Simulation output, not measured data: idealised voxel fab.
The process module presented herein is designated voxel fin reveal.
Xsec cut, 295 nm wide, square cell size 5 nm.
Cross-section format: a grid of square cells, given as bands from top to bottom; each band is one or more rows of cells. In this notation a band is specified by the heights of its top and bottom, in that order and in nm, after which its materials appear from left to right, each paired with its width in nm. The word "full width" attached to a single material means that material fills the band from edge to edge; the word "empty" stands for empty space. The level at which height equals 0 is the one under which the wafer, as it arrives, is entirely one material. No lower edge exists for the bottom band, which continues downward and is notated as in "top 0, no bottom". Read "30..40" as a graded width: first number on top, second number at the bottom, same change between each pair of neighbouring rows. Where a step carries "left unchanged", the cross-section came out of it unchanged, cell for cell. What "Closed void listing" gives you is every empty space of 8 cells or more that is cut off from the top. Each appears as width x height at distance, with the distance taken from the left edge and width, height and distance all in nm. It should be noted that, on the line of a given step, the content following the step's settings is a remark produced by the simulator itself with respect to that step. Steps that use a mask can have "overlay nm" on their line. It says how far the mask sat to the right of where it was meant to be. Negative means to the left.
Below is the list of planned process steps:
1,op RECEIVE | material Si
2,op CONFORMAL_DEP | material SiN | thk nm 10
3,op PATTERN | tone cover | mask id FINS | material resist | width nm 15 | pitch nm 40 | thk nm 20 | overlay nm 0
4,op DIRECTIONAL_ETCH | etch materials SiN | depth nm 10
5,op DIRECTIONAL_ETCH | etch materials Si | depth nm 30
6,op STRIP | etch materials resist
7,op FILL_DEP | material SiO2 | thk nm 5
8,op CMP | height nm 10
9,op SELECTIVE_ETCH | etch materials SiO2 | depth nm 25
10,op STRIP | etch materials SiN
11,op CONFORMAL_DEP | material SiO2 | thk nm 5
first wafer, as planned:
Incoming wafer in cross-section (state: after step 1):
    top 0, no bottom = Si full width
    Closed void listing: none
After step 2, in cross-section:
    top 10, bottom 0 = SiN full width
    Below a height of 0, the structure has not been altered.
After step 3, in cross-section:
    top 30, bottom 10 = 100 empty; 15 resist; 25 empty; 15 resist; 25 empty; 15 resist; 100 empty
    Below a height of 10, the structure has not been altered.
After step 4, in cross-section:
    top 30, bottom 10 = 100 empty; 15 resist; 25 empty; 15 resist; 25 empty; 15 resist; 100 empty
    top 10, bottom 0 = 100 empty; 15 SiN; 25 empty; 15 SiN; 25 empty; 15 SiN; 100 empty
    Below a height of 0, the structure has not been altered.
After step 5, in cross-section:
    top 30, bottom 10 = 100 empty; 15 resist; 25 empty; 15 resist; 25 empty; 15 resist; 100 empty
    top 10, bottom 0 = 100 empty; 15 SiN; 25 empty; 15 SiN; 25 empty; 15 SiN; 100 empty
    top 0, bottom -30 = 100 empty; 15 Si; 25 empty; 15 Si; 25 empty; 15 Si; 100 empty
    Below a height of -30, the structure has not been altered.
After step 6, in cross-section:
    top 10, bottom 0 = 100 empty; 15 SiN; 25 empty; 15 SiN; 25 empty; 15 SiN; 100 empty
    Below a height of 0, the structure has not been altered.
After step 7, in cross-section:
    top 15, bottom 10 = SiO2 full width
    top 10, bottom 0 = 100 SiO2; 15 SiN; 25 SiO2; 15 SiN; 25 SiO2; 15 SiN; 100 SiO2
    top 0, bottom -30 = 100 SiO2; 15 Si; 25 SiO2; 15 Si; 25 SiO2; 15 Si; 100 SiO2
    Below a height of -30, the structure has not been altered.
After step 8, in cross-section:
    top 10, bottom 0 = 100 SiO2; 15 SiN; 25 SiO2; 15 SiN; 25 SiO2; 15 SiN; 100 SiO2
    Below a height of 0, the structure has not been altered.
After step 9, in cross-section:
    top 10, bottom 0 = 100 empty; 15 SiN; 25 empty; 15 SiN; 25 empty; 15 SiN; 100 empty
    top 0, bottom -15 = 100 empty; 15 Si; 25 empty; 15 Si; 25 empty; 15 Si; 100 empty
    Below a height of -15, the structure has not been altered.
After step 10, in cross-section:
    top 0, bottom -15 = 100 empty; 15 Si; 25 empty; 15 Si; 25 empty; 15 Si; 100 empty
    Below a height of -15, the structure has not been altered.
After step 11, in cross-section:
    top 5, bottom 0 = 95 empty; 25 SiO2; 15 empty; 25 SiO2; 15 empty; 25 SiO2; 95 empty
    top 0, bottom -10 = 95 empty; 5 SiO2; 15 Si; 5 SiO2; 15 empty; 5 SiO2; 15 Si; 5 SiO2; 15 empty; 5 SiO2; 15 Si; 5 SiO2; 95 empty
    top -10, bottom -30 = 100 SiO2; 15 Si; 25 SiO2; 15 Si; 25 SiO2; 15 Si; 100 SiO2
    Below a height of -30, the structure has not been altered.
Second wafer. Start and plan as for the first. One mistake made in running. Agrees with the first up to and including step 4:
Second wafer, cross-section, planned end of step 5:
    top 30, bottom 10 = 100 empty; 15 resist; 25 empty; 15 resist; 25 empty; 15 resist; 100 empty
    top 10, bottom 0 = 100 empty; 15 SiN; 25 empty; 15 SiN; 25 empty; 15 SiN; 100 empty
    top 0, bottom -60 = 100 empty; 15 Si; 25 empty; 15 Si; 25 empty; 15 Si; 100 empty
    Below a height of -60, the structure has not been altered.
Second wafer, cross-section, planned end of step 6:
    top 10, bottom 0 = 100 empty; 15 SiN; 25 empty; 15 SiN; 25 empty; 15 SiN; 100 empty
    Below a height of 0, the structure has not been altered.
Second wafer, cross-section, planned end of step 7:
    top 15, bottom 10 = SiO2 full width
    top 10, bottom 0 = 100 SiO2; 15 SiN; 25 SiO2; 15 SiN; 25 SiO2; 15 SiN; 100 SiO2
    top 0, bottom -60 = 100 SiO2; 15 Si; 25 SiO2; 15 Si; 25 SiO2; 15 Si; 100 SiO2
    Below a height of -60, the structure has not been altered.
Second wafer, cross-section, planned end of step 8:
    top 10, bottom 0 = 100 SiO2; 15 SiN; 25 SiO2; 15 SiN; 25 SiO2; 15 SiN; 100 SiO2
    Below a height of 0, the structure has not been altered.
Second wafer, cross-section, planned end of step 9:
    top 10, bottom 0 = 100 empty; 15 SiN; 25 empty; 15 SiN; 25 empty; 15 SiN; 100 empty
    top 0, bottom -15 = 100 empty; 15 Si; 25 empty; 15 Si; 25 empty; 15 Si; 100 empty
    Below a height of -15, the structure has not been altered.
Second wafer, cross-section, planned end of step 10:
    top 0, bottom -15 = 100 empty; 15 Si; 25 empty; 15 Si; 25 empty; 15 Si; 100 empty
    Below a height of -15, the structure has not been altered.
Second wafer, cross-section, planned end of step 11:
    top 5, bottom 0 = 95 empty; 25 SiO2; 15 empty; 25 SiO2; 15 empty; 25 SiO2; 95 empty
    top 0, bottom -10 = 95 empty; 5 SiO2; 15 Si; 5 SiO2; 15 empty; 5 SiO2; 15 Si; 5 SiO2; 15 empty; 5 SiO2; 15 Si; 5 SiO2; 95 empty
    top -10, bottom -60 = 100 SiO2; 15 Si; 25 SiO2; 15 Si; 25 SiO2; 15 Si; 100 SiO2
    Below a height of -60, the structure has not been altered.
What broke from the plan during processing? step 5 of the plan was twice carried out
Materials where the second wafer ends with more or fewer cells than the first: Si -300 | SiO2 +300
